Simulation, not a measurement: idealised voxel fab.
Name of the process module below: voxel gate over fins
Cross-section cut: width 235 nm, square cells of 5 nm.
Cross-section layout: square cells on a grid; listed as bands, top to bottom; a band spans one or more cell rows. Top, bottom (nm), then materials left to right with widths (nm); lone material tagged "edge to edge" fills the whole band edge to edge; "air" = empty space. Where do heights start? At 0: under that level the wafer as delivered is made of one material only. And the lowest band has no floor; it just carries on downward, as in "0 -> down". Width: "30..40" (first number = top row, second number = bottom row, same change from row to row of cells). "nothing got changed" means the step left every cell of the cross-section as it was. "Fully enclosed voids" lists enclosed empty spaces (at least 8 cells, no open path upward to the top), each as width x height at distance from the left edge, in nm. Text after the settings on a step's line: the simulator's own remark on that step. overlay nm: for a step with a mask, the amount by which the mask lay right of where it was planned; a negative amount means left of it.
[This section lists the process steps that were planned]
1. RECEIVE (material Si)
2. CONFORMAL_DEP (material SiN; thk nm 5)
3. PATTERN (tone cover; mask id FINS; material resist; width nm 15; pitch nm 35; thk nm 15; overlay nm 0)
4. DIRECTIONAL_ETCH (etch materials SiN; depth nm 5)
5. DIRECTIONAL_ETCH (etch materials Si; depth nm 35)
6. STRIP (etch materials resist)
7. FILL_DEP (material SiO2; thk nm 5)
8. CMP (height nm 5)
9. SELECTIVE_ETCH (etch materials SiO2; depth nm 15)
10. STRIP (etch materials SiN)
11. CONFORMAL_DEP (material HfO2; thk nm 5)
12. CONFORMAL_DEP (material TiN; thk nm 5)
13. FILL_DEP (material W; thk nm 10)
14. CMP (height nm 15)
15. CONFORMAL_DEP (material SiN; thk nm 5)
[This is the cross-section of the wafer as we received it, i.e. after step 1]
> 0 -> down: Si edge to edge
> Fully enclosed voids: none
[The cross-section shown corresponds to the wafer at the conclusion of the module. The initial structure and the process plan are those presented above; however, one mistake occurred in executing the plan]
> 20 -> 15: SiN edge to edge
> 15 -> 10: W edge to edge
> 10 -> 5: TiN edge to edge
> 5 -> 0: HfO2 80; TiN 5; HfO2 30; TiN 5; HfO2 30; TiN 5; HfO2 80
> 0 -> -5: Si 75; HfO2 5; TiN 5; HfO2 5; Si 20; HfO2 5; TiN 5; HfO2 5; Si 20; HfO2 5; TiN 5; HfO2 5; Si 75
> -5 -> -10: Si 75; HfO2 15; Si 20; HfO2 15; Si 20; HfO2 15; Si 75
> -10 -> -35: Si 75; SiO2 15; Si 20; SiO2 15; Si 20; SiO2 15; Si 75
> -35 -> down: Si edge to edge
> Fully enclosed voids: none
Want to know what went wrong? step 3 ran with different settings than intended, the actual operation and settings being PATTERN (tone open; mask id FINS; material resist; width nm 15; pitch nm 35; thk nm 15; overlay nm 0)
